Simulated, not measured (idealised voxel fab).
Proc. module: voxel fin reveal
The figure presents cross-section cut, which has a width of 295 nm and is divided into square cells with an edge length of 5 nm.
This document writes a cross-section as a grid whose cells are square, and gives it as bands, listed from the top down; one or more rows of cells form a band.
The entry gives the band's vertical extent as a top height and a bottom height in nm, then its horizontal make-up as materials from left to right, each with a width in nm. "air" stands for empty space; a single material marked "all across" fills the band edge to edge.
Below 0: as-received wafer, all one material; heights counted from there. Lowest band: no bottom, goes on down, written "0 and below".
Per-row width for "30 to 40": begins at first number (top row of band), ends at second number (bottom row), increment between rows held constant.
Step note "nothing different" = no cross-section cell changed.
Empty spaces without an open route to the top, at least 8 cells in extent, make up the entry "Closed empty spaces"; each is given as width x height at distance, where the distance is measured from the left edge, and all are in nm.
Heads up: the bit after the settings on a step's line is the simulator's remark on that step.
On any step carrying a mask, the "overlay nm" setting, if present on the step's line, tells how far right of its planned place the mask lay; negative values point to the left.
These are the steps we planned for the process
1 RECEIVE, material Si
2 CONFORMAL_DEP, material SiN, thk nm 10
3 MASKED_ETCH, tone cover, mask id FINS, width nm 15, pitch nm 40, etch materials SiN, depth nm 10, overlay nm 0
4 MASKED_ETCH, tone cover, mask id FINS, width nm 15, pitch nm 40, etch materials Si, depth nm 30, overlay nm 0
5 FILL_DEP, material SiO2, thk nm 5
6 CMP, height nm 10
7 SELECTIVE_ETCH, etch materials SiO2, depth nm 30
8 STRIP, etch materials SiN
9 CONFORMAL_DEP, material HfO2, thk nm 5
as received, after step 1
0 and below: Si all across
Closed empty spaces: none
Cross-section: first of two wafers, module finished, run according to plan
5 down to 0: 95 air | 25 HfO2 | 15 air | 25 HfO2 | 15 air | 25 HfO2 | 95 air
0 down to -15: 95 air | 5 HfO2 | 15 Si | 5 HfO2 | 15 air | 5 HfO2 | 15 Si | 5 HfO2 | 15 air | 5 HfO2 | 15 Si | 5 HfO2 | 95 air
-15 down to -20: 100 HfO2 | 15 Si | 25 HfO2 | 15 Si | 25 HfO2 | 15 Si | 100 HfO2
-20 down to -30: 100 SiO2 | 15 Si | 25 SiO2 | 15 Si | 25 SiO2 | 15 Si | 100 SiO2
-30 and below: Si all across
Closed empty spaces: none
Presented here is a cross-section of the second of the two wafers as it stood at the end of the module. It was started in the same manner and assigned the same plan as the first wafer; however, one mistake was made in its execution
5 down to 0: 95 air | 25 SiO2 | 15 air | 25 SiO2 | 15 air | 25 SiO2 | 95 air
0 down to -15: 95 air | 5 SiO2 | 15 Si | 5 SiO2 | 15 air | 5 SiO2 | 15 Si | 5 SiO2 | 15 air | 5 SiO2 | 15 Si | 5 SiO2 | 95 air
-15 down to -30: 100 SiO2 | 15 Si | 25 SiO2 | 15 Si | 25 SiO2 | 15 Si | 100 SiO2
-30 and below: Si all across
Closed empty spaces: none
So what did we get wrong on this run? step 9 was processed under conditions differing from the plan, specifically as CONFORMAL_DEP, material SiO2, thk nm 5
Final cells, second wafer relative to first, materials higher or lower: 83 fewer of HfO2 | 83 more of SiO2
